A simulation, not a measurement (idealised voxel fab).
The document below concerns the process module designated voxel ribs on slabs.
Cross-section cut spans 275 nm and uses square cells 5 nm in size.
We lay out every cross-section as a grid of square cells and spell it out in bands from the top down, where one band means one or more rows of cells.
Band entry format. Leading values: height of top, height of bottom, nm. Remainder: materials in left-to-right order, each with its width in nm. Special words: "all across" on a single material, which then fills the band edge to edge; "empty", empty space.
Heads up on the height convention: 0 is the point under which the incoming wafer is all one material, and the lowest band has no bottom, it just keeps going down, like "0 down".
Quick explanation for "30->40": the width changes in equal steps down the rows of cells, from the first number in the band's top row to the second number in its bottom row.
What does "nothing altered" mean for a step? It means no cell of the cross-section changed in that step.
Basically, "Catalogued sealed voids" tells you about the enclosed voids: empty spaces with no open way to the top, 8 cells or bigger, each written width x height at distance, where distance is from the left edge, all in nm.
It should be noted that, on the line of a given step, the content following the step's settings is a remark produced by the simulator itself with respect to that step.
"overlay nm", when on a step's line for a step with a mask, measures how far to the right of its planned place the mask lay; a negative measure means to the left.

Set out below are the planned steps of the process:
| 1 | RECEIVE | material Si |
| 2 | DIRECTIONAL_DEP | material SiO2 | thk nm 30 |
| 3 | DIRECTIONAL_DEP | material SiN | thk nm 20 |
| 4 | DIRECTIONAL_DEP | material aC | thk nm 15 |
| 5 | PATTERN | tone cover | mask id RIB | material resist | width nm 30 | thk nm 35 | overlay nm 0 |
| 6 | DIRECTIONAL_ETCH | etch materials aC | depth nm 15 |
| 7 | STRIP | etch materials resist |
| 8 | DIRECTIONAL_ETCH | etch materials SiN | depth nm 5 |
| 9 | STRIP | etch materials aC |
| 10 | DIRECTIONAL_DEP | material aC | thk nm 10 |
| 11 | PATTERN | tone cover | mask id SLAB | material resist | width nm 80 | thk nm 30 | overlay nm 0 |
| 12 | DIRECTIONAL_ETCH | etch materials aC | depth nm 10 |
| 13 | STRIP | etch materials resist |
| 14 | DIRECTIONAL_ETCH | etch materials SiN | depth nm 15 |
| 15 | STRIP | etch materials aC |
| 16 | FILL_DEP | material SiO2 | thk nm 25 |
| 17 | CMP | height nm 65 |
| 18 | DIRECTIONAL_DEP | material TiN | thk nm 5 |
| 19 | PATTERN | tone cover | mask id HEATER | material resist | width nm 40 | thk nm 20 | overlay nm 0 |
| 20 | DIRECTIONAL_ETCH | etch materials TiN | depth nm 5 |
| 21 | STRIP | etch materials resist |
| 22 | CONFORMAL_DEP | material SiO2 | thk nm 10 |

Wafer, first of two, run as planned:

Cross-section of the wafer upon arrival, representing the state reached after step 1:
0 down = Si all across
Catalogued sealed voids: none

Cross-sectional representation of the wafer at the conclusion of step 2:
30 to 0 = SiO2 all across
Below 0, no change.

Cross-sectional representation of the wafer at the conclusion of step 3:
50 to 30 = SiN all across
Below 30, no change.

Cross-sectional representation of the wafer at the conclusion of step 4:
65 to 50 = aC all across
Below 50, no change.

Cross-sectional representation of the wafer at the conclusion of step 5:
100 to 65 = 120 empty, then 30 resist, then 125 empty
Below 65, no change.

Cross-sectional representation of the wafer at the conclusion of step 6:
85 to 65 = 120 empty, then 30 resist, then 125 empty
65 to 50 = 120 empty, then 30 aC, then 125 empty
Below 50, no change.

Cross-sectional representation of the wafer at the conclusion of step 7:
65 to 50 = 120 empty, then 30 aC, then 125 empty
Below 50, no change.

Cross-sectional representation of the wafer at the conclusion of step 8:
65 to 50 = 120 empty, then 30 aC, then 125 empty
50 to 45 = 120 empty, then 30 SiN, then 125 empty
Below 45, no change.

Cross-sectional representation of the wafer at the conclusion of step 9:
50 to 45 = 120 empty, then 30 SiN, then 125 empty
Below 45, no change.

Cross-sectional representation of the wafer at the conclusion of step 10:
60 to 55 = 120 empty, then 30 aC, then 125 empty
55 to 50 = aC all across
50 to 45 = 120 aC, then 30 SiN, then 125 aC
Below 45, no change.

Cross-sectional representation of the wafer at the conclusion of step 11:
90 to 60 = 95 empty, then 80 resist, then 100 empty
60 to 55 = 95 empty, then 25 resist, then 30 aC, then 25 resist, then 100 empty
Below 55, no change.

Cross-sectional representation of the wafer at the conclusion of step 12:
80 to 60 = 95 empty, then 80 resist, then 100 empty
60 to 55 = 95 empty, then 25 resist, then 30 aC, then 25 resist, then 100 empty
55 to 50 = 95 empty, then 80 aC, then 100 empty
50 to 45 = 95 empty, then 25 aC, then 30 SiN, then 25 aC, then 100 empty
Below 45, no change.

Cross-sectional representation of the wafer at the conclusion of step 13:
60 to 50 = 120->95 empty, then 30->80 aC, then 125->100 empty
Below 50, no change.

Cross-sectional representation of the wafer at the conclusion of step 14:
60 to 50 = 120->95 empty, then 30->80 aC, then 125->100 empty
50 to 45 = 95 empty, then 25 aC, then 30 SiN, then 25 aC, then 100 empty
45 to 30 = 95 empty, then 80 SiN, then 100 empty
Below 30, no change.

Cross-sectional representation of the wafer at the conclusion of step 15:
50 to 45 = 120 empty, then 30 SiN, then 125 empty
Below 45, no change.

Cross-sectional representation of the wafer at the conclusion of step 16:
75 to 50 = SiO2 all across
50 to 45 = 120 SiO2, then 30 SiN, then 125 SiO2
45 to 30 = 95 SiO2, then 80 SiN, then 100 SiO2
Below 30, no change.

Cross-sectional representation of the wafer at the conclusion of step 17:
65 to 50 = SiO2 all across
Below 50, no change.

Cross-sectional representation of the wafer at the conclusion of step 18:
70 to 65 = TiN all across
Below 65, no change.

Cross-sectional representation of the wafer at the conclusion of step 19:
90 to 70 = 115 empty, then 40 resist, then 120 empty
Below 70, no change.

Cross-sectional representation of the wafer at the conclusion of step 20:
90 to 70 = 115 empty, then 40 resist, then 120 empty
70 to 65 = 115 empty, then 40 TiN, then 120 empty
Below 65, no change.

Cross-sectional representation of the wafer at the conclusion of step 21:
70 to 65 = 115 empty, then 40 TiN, then 120 empty
Below 65, no change.

Cross-sectional representation of the wafer at the conclusion of step 22:
80 to 75 = 105 empty, then 60 SiO2, then 110 empty
75 to 70 = SiO2 all across
70 to 65 = 115 SiO2, then 40 TiN, then 120 SiO2
Below 65, no change.

Second Wafer (Identical Start and Plan, One Processing Error; Matches First Wafer Through Step 18):

X-section, second wafer, when step 19 was due to finish:
90 to 70 = 110 empty, then 50 resist, then 115 empty
Below 70, no change.

X-section, second wafer, when step 20 was due to finish:
90 to 70 = 110 empty, then 50 resist, then 115 empty
70 to 65 = 110 empty, then 50 TiN, then 115 empty
Below 65, no change.

X-section, second wafer, when step 21 was due to finish:
70 to 65 = 110 empty, then 50 TiN, then 115 empty
Below 65, no change.

X-section, second wafer, when step 22 was due to finish:
80 to 75 = 100 empty, then 70 SiO2, then 105 empty
75 to 70 = SiO2 all across
70 to 65 = 110 SiO2, then 50 TiN, then 115 SiO2
Below 65, no change.
Plan not followed: not per plan at step 19, really ran PATTERN | tone cover | mask id HEATER | material resist | width nm 50 | thk nm 20 | overlay nm 0
Final difference in cells, second wafer against first, listed per material as more or fewer: TiN: 2 more
